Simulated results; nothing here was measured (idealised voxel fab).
Proc. module: voxel capacitor over wiring
165 nm wide, 5 nm square cells: that's cross-section cut.
Throughout this document, each cross-section is represented as a grid of square cells and is presented as a sequence of bands enumerated from the top downward, where a band comprises one or more rows of cells. Band: top and bottom heights (nm) first, top before bottom; then materials from left to right, widths in nm. "full width" marks a sole material filling the band edge to edge. "air" denotes empty space. Ref level 0: as-received wafer is one material below here. Bottom band extends down with no lower bound ("0 and below"). The width entry "30 to 40" should be interpreted row by row: the top row of cells in the band takes the first number, the bottom row takes the second number, and the change between adjacent rows is uniform throughout. "nothing was modified" means the step left every cell of the cross-section as it was. You'll see "Sealed-off cavities" listing empty spaces that have no way open to the top, as long as they're 8 cells or more; the notation is width x height at distance, where the distance is from the left edge, and all of it is in nm. after a step's settings: what the simulator itself notes on the step. overlay nm: right-of-plan distance of the mask on a masked step; negative values mean left-of-plan.
Planned process steps
1,RECEIVE,material Si
2,CONFORMAL_DEP,material SiO2,thk nm 15
3,CONFORMAL_DEP,material SiN,thk nm 5
4,DIRECTIONAL_DEP,material SiO2,thk nm 25
5,PATTERN,tone open,mask id METAL_1,material resist,width nm 20,pitch nm 75,thk nm 20,overlay nm 0
6,DIRECTIONAL_ETCH,etch materials SiO2,depth nm 25
7,DIRECTIONAL_ETCH,etch materials SiN,depth nm 5
8,STRIP,etch materials resist
9,CONFORMAL_DEP,material TiN,thk nm 5
10,FILL_DEP,material Ru,thk nm 5
11,CMP,height nm 45
12,EPI,material Ru,thk nm 5
13,FILL_DEP,material SiCN,thk nm 5
14,DIRECTIONAL_DEP,material SiO2,thk nm 20
15,MASKED_ETCH,tone open,mask id PLUG_1,width nm 15,etch materials SiO2,depth nm 20,overlay nm 0
16,MASKED_ETCH,tone open,mask id PLUG_1,width nm 15,etch materials SiCN,depth nm 5,overlay nm 0
17,EPI,material Ru,thk nm 10
18,EPI,material Ru,thk nm 10
19,EPI,material Ru,thk nm 5
20,DIRECTIONAL_DEP,material TiN,thk nm 5
21,DIRECTIONAL_DEP,material SiN,thk nm 5
22,DIRECTIONAL_DEP,material TiN,thk nm 5
23,DIRECTIONAL_DEP,material aC,thk nm 15
24,PATTERN,tone cover,mask id UPPER_PLATE,material resist,width nm 60,thk nm 30,overlay nm 0
25,DIRECTIONAL_ETCH,etch materials aC,depth nm 15
26,STRIP,etch materials resist
27,DIRECTIONAL_ETCH,etch materials TiN,depth nm 5
28,DIRECTIONAL_ETCH,etch materials SiN,depth nm 5
29,STRIP,etch materials aC
30,MASKED_ETCH,tone cover,mask id LOWER_PLATE,width nm 70,etch materials TiN,depth nm 5,overlay nm 0
31,FILL_DEP,material SiO2,thk nm 20
32,CMP,height nm 105
33,DIRECTIONAL_DEP,material aC,thk nm 15
34,PATTERN,tone open,mask id PLUG_2,material resist,width nm 15,thk nm 35,overlay nm 0
35,DIRECTIONAL_ETCH,etch materials aC,depth nm 15
36,STRIP,etch materials resist
37,DIRECTIONAL_ETCH,etch materials SiO2,depth nm 15
38,STRIP,etch materials aC
39,CONFORMAL_DEP,material TiN,thk nm 5
40,FILL_DEP,material Ru,thk nm 5
41,CMP,height nm 105
42,CONFORMAL_DEP,material SiN,thk nm 5
Wafer at receipt (post step 1), cross-section
  0 and below | Si full width
  Sealed-off cavities: none
Wafer at module end, in section. Began as above, planned as above, run with one mistake
  110 down to 105 | SiN full width
  105 down to 95 | SiO2=50  TiN=5  Ru=5  TiN=5  SiO2=100
  95 down to 90 | SiO2=50  TiN=15  SiO2=100
  90 down to 85 | SiO2 full width
  85 down to 80 | SiO2=40  SiN=60  SiO2=65
  80 down to 75 | TiN=35  SiO2=5  TiN=60  SiO2=5  TiN=60
  75 down to 55 | SiO2=40  Ru=15  SiO2=110
  55 down to 50 | SiCN=40  Ru=15  SiCN=110
  50 down to 45 | SiCN=30  Ru=30  SiCN=45  Ru=30  SiCN=30
  45 down to 20 | SiO2=35  TiN=5  Ru=10  TiN=5  SiO2=55  TiN=5  Ru=10  TiN=5  SiO2=35
  20 down to 15 | SiN=35  TiN=20  SiN=55  TiN=20  SiN=35
  15 down to 0 | SiO2 full width
  0 and below | Si full width
  Sealed-off cavities: none
Short version of what went wrong: step 30: run off-plan, actual operation and settings MASKED_ETCH,tone open,mask id LOWER_PLATE,width nm 70,etch materials TiN,depth nm 5,overlay nm 0
